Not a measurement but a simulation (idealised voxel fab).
process module | voxel gate over fins
cross-section cut | 205 nm wide | cells 5 nm
A cross-section is a grid of square cells, given in bands from the top down. A band is one or more rows of cells.
Each band's line starts with the height of the band's top and of its bottom, in nm. Then come its materials from left to right, each with its width in nm. One material with "throughout" fills the band from edge to edge. "air" is empty space.
Height 0 is the level under which the wafer as received is all one material. The lowest band goes on downwards, as in "0 down".
A width such as "30 to 40" changes by the same amount from each row of cells to the next, from the band's top row to its bottom row.
"no change" after a step means that no cell of the cross-section changed.
closed voids: empty space of 8 cells or more with no open way to the top, each as width x height at its distance from the left edge, in nm
after a step's settings: what the simulator itself notes on the step
overlay nm, on a step with a mask: how far to the right of its planned place the mask lay; to the left if negative
plan
1 op RECEIVE | material Si
2 op CONFORMAL_DEP | material SiN | thk nm 10
3 op DIRECTIONAL_DEP | material aC | thk nm 10
4 op PATTERN | tone cover | mask id FINS | material resist | width nm 15 | pitch nm 40 | thk nm 30 | overlay nm 0
5 op DIRECTIONAL_ETCH | etch materials aC | depth nm 10
6 op STRIP | etch materials resist
7 op DIRECTIONAL_ETCH | etch materials SiN | depth nm 10
8 op DIRECTIONAL_ETCH | etch materials Si | depth nm 35
9 op STRIP | etch materials aC
10 op OXIDIZE | depth nm 5
11 op FILL_DEP | material SiO2 | thk nm 10
12 op CMP | height nm 10
13 op SELECTIVE_ETCH | etch materials SiO2 | depth nm 25
14 op STRIP | etch materials SiN
15 op CONFORMAL_DEP | material HfO2 | thk nm 5
16 op CONFORMAL_DEP | material TiN | thk nm 5
17 op CONFORMAL_DEP | material TiAl | thk nm 5
18 op CONFORMAL_DEP | material TiN | thk nm 5
19 op FILL_DEP | material W | thk nm 10
20 op CMP | height nm 25
21 op CONFORMAL_DEP | material SiCN | thk nm 10
as received, after step 1
  0 down: Si throughout
  closed voids: none
a wafer at the end: this start, this plan, one mistake
  35 to 25: SiCN throughout
  25 to 20: W throughout
  20 to 15: TiN throughout
  15 to 10: TiAl throughout
  10 to 5: TiN 60 | TiAl 5 | TiN 35 | TiAl 5 | TiN 35 | TiAl 5 | TiN 60
  5 to 0: HfO2 55 | TiN 5 | TiAl 5 | TiN 5 | HfO2 25 | TiN 5 | TiAl 5 | TiN 5 | HfO2 25 | TiN 5 | TiAl 5 | TiN 5 | HfO2 55
  0 to -5: Si 50 | HfO2 5 | TiN 5 | TiAl 5 | TiN 5 | HfO2 5 | Si 15 | HfO2 5 | TiN 5 | TiAl 5 | TiN 5 | HfO2 5 | Si 15 | HfO2 5 | TiN 5 | TiAl 5 | TiN 5 | HfO2 5 | Si 50
  -5 to -10: Si 50 | HfO2 5 | TiN 15 | HfO2 5 | Si 15 | HfO2 5 | TiN 15 | HfO2 5 | Si 15 | HfO2 5 | TiN 15 | HfO2 5 | Si 50
  -10 to -15: Si 50 | HfO2 25 | Si 15 | HfO2 25 | Si 15 | HfO2 25 | Si 50
  -15 to -40: Si 50 | SiO2 25 | Si 15 | SiO2 25 | Si 15 | SiO2 25 | Si 50
  -40 down: Si throughout
  closed voids: none
what went wrong: step 4 ran as: op PATTERN | tone open | mask id FINS | material resist | width nm 15 | pitch nm 40 | thk nm 30 | overlay nm 0
